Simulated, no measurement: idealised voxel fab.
voxel double patterning: a process module
It is cross-section cut that appears here, measuring 240 nm in width, its square cells being 5 nm in size.
For the purposes of this document, a cross-section shall be understood as a grid of square cells, specified as bands listed in top-to-bottom order, each band consisting of one or more rows of cells.
Band: top height; bottom height; in nm. Then, left to right: material with width in nm, for each material. "full width": a single material spanning edge to edge. "empty": empty space.
Height is counted from the level 0, under which the received wafer is composed throughout of one material. The lowest of the bands is not closed at the bottom but continues downward, in the notation "z 0 and below".
The notation "30 to 40" denotes a width that varies across the rows of cells in the band, beginning at the first number in the top row, finishing at the second number in the bottom row, and changing by an identical amount from each row to the next.
For the purposes of this document, the phrase "identical to before" attached to a step denotes that no cell within the cross-section was modified by that step.
Any empty space of 8 cells or more lacking an open way to the top shows up in "Fully closed voids" as width x height at distance, distance from the left edge, in nm.
It should be noted that, on the line of a given step, the content following the step's settings is a remark produced by the simulator itself with respect to that step.
overlay nm: for a step with a mask, the amount by which the mask lay right of where it was planned; a negative amount means left of it.

## Listed below are the process steps as planned
1,RECEIVE: material Si
2,CONFORMAL_DEP: material SiO2, thk nm 5
3,DIRECTIONAL_DEP: material TiN, thk nm 20
4,DIRECTIONAL_DEP: material SiCN, thk nm 10
5,DIRECTIONAL_DEP: material aC, thk nm 10
6,PATTERN: tone open, mask id FIRST, material resist, width nm 15, pitch nm 50, thk nm 25, overlay nm 0
7,DIRECTIONAL_ETCH: etch materials aC, depth nm 10
8,STRIP: etch materials resist
9,DIRECTIONAL_ETCH: etch materials SiCN, depth nm 10
10,STRIP: etch materials aC
11,PATTERN: tone open, mask id SECOND, material resist, width nm 15, pitch nm 50, thk nm 20, overlay nm 0
12,DIRECTIONAL_ETCH: etch materials SiCN, depth nm 10
13,STRIP: etch materials resist
14,DIRECTIONAL_ETCH: etch materials TiN, depth nm 20
15,STRIP: etch materials SiCN

## As received (post step 1): cross-section
  z 0 and below | Si full width
  Fully closed voids: none

## First of two wafers at the end of the module, shown in cross-section; run carried out as planned
  z 25 to 5 | TiN: 60  empty: 15  TiN: 10  empty: 15  TiN: 10  empty: 15  TiN: 10  empty: 15  TiN: 10  empty: 15  TiN: 65
  z 5 to 0 | SiO2 full width
  z 0 and below | Si full width
  Fully closed voids: none

## Cross-section at end of module for the second wafer of two, which matched the first in starting point and plan and differed by one mistake in its processing
  z 25 to 0 | SiO2 full width
  z 0 and below | Si full width
  Fully closed voids: none
Deviation noted in wafer processing: step 3 changed vs plan, executed as DIRECTIONAL_DEP: material SiO2, thk nm 20
Final comparison by cell count, materials where the second wafer has more or fewer than the first: +192 SiO2, -132 TiN
